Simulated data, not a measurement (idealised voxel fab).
process module | voxel ribs on slabs
cross-section cut | 205 nm wide | cells 5 nm
A cross-section is a grid of square cells, given in bands from the top down. A band is one or more rows of cells.
Each band's line starts with the height of the band's top and of its bottom, in nm. Then come its materials from left to right, each with its width in nm. One material with "throughout" fills the band from edge to edge. "air" is empty space.
Height 0 is the level under which the wafer as received is all one material. The lowest band goes on downwards, as in "0 down".
A width such as "30 to 40" changes by the same amount from each row of cells to the next, from the band's top row to its bottom row.
"no change" after a step means that no cell of the cross-section changed.
closed voids: empty space of 8 cells or more with no open way to the top, each as width x height at its distance from the left edge, in nm
after a step's settings: what the simulator itself notes on the step
overlay nm, on a step with a mask: how far to the right of its planned place the mask lay; to the left if negative
plan
1 op RECEIVE | material Si
2 op DIRECTIONAL_DEP | material SiO2 | thk nm 25
3 op DIRECTIONAL_DEP | material SiN | thk nm 15
4 op DIRECTIONAL_DEP | material aC | thk nm 15
5 op PATTERN | tone cover | mask id RIB | material resist | width nm 20 | thk nm 30 | overlay nm 0
6 op DIRECTIONAL_ETCH | etch materials aC | depth nm 15
7 op STRIP | etch materials resist
8 op DIRECTIONAL_ETCH | etch materials SiN | depth nm 5
9 op STRIP | etch materials aC
10 op MASKED_ETCH | tone cover | mask id SLAB | width nm 80 | etch materials SiN | depth nm 10 | overlay nm 0
11 op FILL_DEP | material SiO2 | thk nm 25
12 op CMP | height nm 55
13 op DIRECTIONAL_DEP | material TiN | thk nm 5
14 op PATTERN | tone cover | mask id HEATER | material resist | width nm 30 | thk nm 15 | overlay nm 0
15 op DIRECTIONAL_ETCH | etch materials TiN | depth nm 5
16 op STRIP | etch materials resist
17 op CONFORMAL_DEP | material SiO2 | thk nm 10
first wafer, as planned
as received, after step 1
  0 down: Si throughout
  closed voids: none
after step 2
  25 to 0: SiO2 throughout
  below 0: unchanged
after step 3
  40 to 25: SiN throughout
  below 25: unchanged
after step 4
  55 to 40: aC throughout
  below 40: unchanged
after step 5
  85 to 55: air 90 | resist 20 | air 95
  below 55: unchanged
after step 6
  70 to 55: air 90 | resist 20 | air 95
  55 to 40: air 90 | aC 20 | air 95
  below 40: unchanged
after step 7
  55 to 40: air 90 | aC 20 | air 95
  below 40: unchanged
after step 8
  55 to 40: air 90 | aC 20 | air 95
  40 to 35: air 90 | SiN 20 | air 95
  below 35: unchanged
after step 9
  40 to 35: air 90 | SiN 20 | air 95
  below 35: unchanged
after step 10
  40 to 35: air 90 | SiN 20 | air 95
  35 to 25: air 60 | SiN 80 | air 65
  below 25: unchanged
after step 11
  65 to 40: SiO2 throughout
  40 to 35: SiO2 90 | SiN 20 | SiO2 95
  35 to 25: SiO2 60 | SiN 80 | SiO2 65
  below 25: unchanged
after step 12
  55 to 40: SiO2 throughout
  below 40: unchanged
after step 13
  60 to 55: TiN throughout
  below 55: unchanged
after step 14
  75 to 60: air 85 | resist 30 | air 90
  below 60: unchanged
after step 15
  75 to 60: air 85 | resist 30 | air 90
  60 to 55: air 85 | TiN 30 | air 90
  below 55: unchanged
after step 16
  60 to 55: air 85 | TiN 30 | air 90
  below 55: unchanged
after step 17
  70 to 65: air 75 | SiO2 50 | air 80
  65 to 60: SiO2 throughout
  60 to 55: SiO2 85 | TiN 30 | SiO2 90
  below 55: unchanged
second wafer: like start, like plan, one mistake. Through step 1 it matches the first wafer
when step 2 should have ended
  15 to 0: SiN throughout
  below 0: unchanged
when step 3 should have ended
  40 to 15: SiO2 throughout
  below 15: unchanged
when step 4 should have ended
  55 to 40: aC throughout
  below 40: unchanged
when step 5 should have ended
  85 to 55: air 90 | resist 20 | air 95
  below 55: unchanged
when step 6 should have ended
  70 to 55: air 90 | resist 20 | air 95
  55 to 40: air 90 | aC 20 | air 95
  below 40: unchanged
when step 7 should have ended
  55 to 40: air 90 | aC 20 | air 95
  below 40: unchanged
when step 8 should have ended: no change
when step 9 should have ended
  40 to 15: SiO2 throughout
  below 15: unchanged
when step 10 should have ended: no change
when step 11 should have ended
  65 to 15: SiO2 throughout
  below 15: unchanged
when step 12 should have ended
  55 to 15: SiO2 throughout
  below 15: unchanged
when step 13 should have ended
  60 to 55: TiN throughout
  below 55: unchanged
when step 14 should have ended
  75 to 60: air 85 | resist 30 | air 90
  below 60: unchanged
when step 15 should have ended
  75 to 60: air 85 | resist 30 | air 90
  60 to 55: air 85 | TiN 30 | air 90
  below 55: unchanged
when step 16 should have ended
  60 to 55: air 85 | TiN 30 | air 90
  below 55: unchanged
when step 17 should have ended
  70 to 65: air 75 | SiO2 50 | air 80
  65 to 60: SiO2 throughout
  60 to 55: SiO2 85 | TiN 30 | SiO2 90
  below 55: unchanged
what went wrong: steps 2 and 3 were swapped
at the end the second wafer has, in cells: 87 more of SiN | 87 fewer of SiO2
